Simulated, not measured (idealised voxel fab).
Process module name: voxel released beams
Xsec cut, 270 nm wide, square cell size 5 nm.
The cross-sections in this document take the form of a grid made of square cells. They are written out as bands, in order from top to bottom. Each band consists of one or more rows of cells. Top, bottom (nm), then materials left to right with widths (nm); lone material tagged "edge to edge" fills the whole band edge to edge; "empty" = empty space. All heights in this document are referenced to 0, defined as the level beneath which the wafer, as received, consists entirely of one material. The lowest band is not bounded below; it extends indefinitely downward and is written in the form "0 and below". Graded width ("30..40"): value in top row of band = first number; value in bottom row = second number; row-to-row change constant. It should be understood that the words "nothing different", when stated for a given step, signify that the cross-section underwent no change in any of its cells during that step. The entry titled "Enclosed voids" provides the empty spaces that have no open way to the top, restricted to those of 8 cells or more. Each is presented as width x height at distance, the distance being measured from the left edge, with all three in nm. It should be noted that, on the line of a given step, the content following the step's settings is a remark produced by the simulator itself with respect to that step. "overlay nm" denotes, for a step that has a mask, the displacement of the mask to the right of its planned place, with negative values corresponding to the left.
# Steps in the process plan
1) RECEIVE,material Si
2) CONFORMAL_DEP,material SiN,thk nm 10
3) DIRECTIONAL_DEP,material SiO2,thk nm 20
4) MASKED_ETCH,tone open,mask id ANCHOR,width nm 30,etch materials SiO2,depth nm 20,overlay nm 0
5) CONFORMAL_DEP,material polySi,thk nm 10
6) DIRECTIONAL_DEP,material aC,thk nm 10
7) PATTERN,tone cover,mask id BEAM,material resist,width nm 90,thk nm 25,overlay nm 0
8) DIRECTIONAL_ETCH,etch materials aC,depth nm 10
9) STRIP,etch materials resist
10) DIRECTIONAL_ETCH,etch materials polySi,depth nm 10
11) STRIP,etch materials aC
12) STRIP,etch materials SiO2
# On the first of the two wafers: run conducted according to plan
# The cross-section here shows the wafer as received, i.e. in its state after step 1
0 and below: Si edge to edge
Enclosed voids: none
# Cross-section of the wafer after step 2
10 down to 0: SiN edge to edge
Below 0, the layers are the same as they were.
# Cross-section of the wafer after step 3
30 down to 10: SiO2 edge to edge
Below 10, the layers are the same as they were.
# Cross-section of the wafer after step 4
30 down to 10: 90 SiO2 | 30 empty | 150 SiO2
Below 10, the layers are the same as they were.
# Cross-section of the wafer after step 5
40 down to 30: 100 polySi | 10 empty | 160 polySi
30 down to 20: 90 SiO2 | 10 polySi | 10 empty | 10 polySi | 150 SiO2
20 down to 10: 90 SiO2 | 30 polySi | 150 SiO2
Below 10, the layers are the same as they were.
# Cross-section of the wafer after step 6
50 down to 40: 100 aC | 10 empty | 160 aC
40 down to 30: 100 polySi | 10 empty | 160 polySi
30 down to 20: 90 SiO2 | 10 polySi | 10 aC | 10 polySi | 150 SiO2
Below 20, the layers are the same as they were.
# Cross-section of the wafer after step 7
75 down to 50: 85 empty | 90 resist | 95 empty
50 down to 40: 100 aC | 10 resist | 160 aC
40 down to 30: 100 polySi | 10 resist | 160 polySi
Below 30, the layers are the same as they were.
# Cross-section of the wafer after step 8
65 down to 50: 85 empty | 90 resist | 95 empty
50 down to 40: 85 empty | 15 aC | 10 resist | 65 aC | 95 empty
Below 40, the layers are the same as they were.
# Cross-section of the wafer after step 9
50 down to 40: 85 empty | 15 aC | 10 empty | 65 aC | 95 empty
40 down to 30: 100 polySi | 10 empty | 160 polySi
Below 30, the layers are the same as they were.
# Cross-section of the wafer after step 10
50 down to 40: 85 empty | 15 aC | 10 empty | 65 aC | 95 empty
40 down to 30: 85 empty | 15 polySi | 10 empty | 65 polySi | 95 empty
Below 30, the layers are the same as they were.
# Cross-section of the wafer after step 11
40 down to 30: 85 empty | 15 polySi | 10 empty | 65 polySi | 95 empty
30 down to 20: 90 SiO2 | 10 polySi | 10 empty | 10 polySi | 150 SiO2
Below 20, the layers are the same as they were.
# Cross-section of the wafer after step 12
40 down to 30: 85 empty | 15 polySi | 10 empty | 65 polySi | 95 empty
30 down to 20: 90 empty | 10 polySi | 10 empty | 10 polySi | 150 empty
20 down to 10: 90 empty | 30 polySi | 150 empty
Below 10, the layers are the same as they were.
# The second wafer: identical to the first at the outset and in its planned sequence, differing only in that one mistake was made during processing; up to and including step 10, its path is the first wafer's path
# Here is the second wafer in cross-section at the point where step 11 of the plan should have been done
40 down to 30: 85 empty | 15 polySi | 10 empty | 65 polySi | 95 empty
30 down to 20: 90 SiO2 | 10 polySi | 10 empty | 10 polySi | 150 SiO2
Below 20, the layers are the same as they were.
# Here is the second wafer in cross-section at the point where step 12 of the plan should have been done
40 down to 30: 85 empty | 15 polySi | 10 empty | 65 polySi | 95 empty
30 down to 20: 90 empty | 10 polySi | 10 empty | 10 polySi | 150 empty
20 down to 10: 90 empty | 30 polySi | 150 empty
Below 10, the layers are the same as they were.
Misprocessing identified: step 11 of the plan was carried out twice
The two wafers come out with the same cross-section, meaning that, for this model, the mistake has no consequence in the computed result.
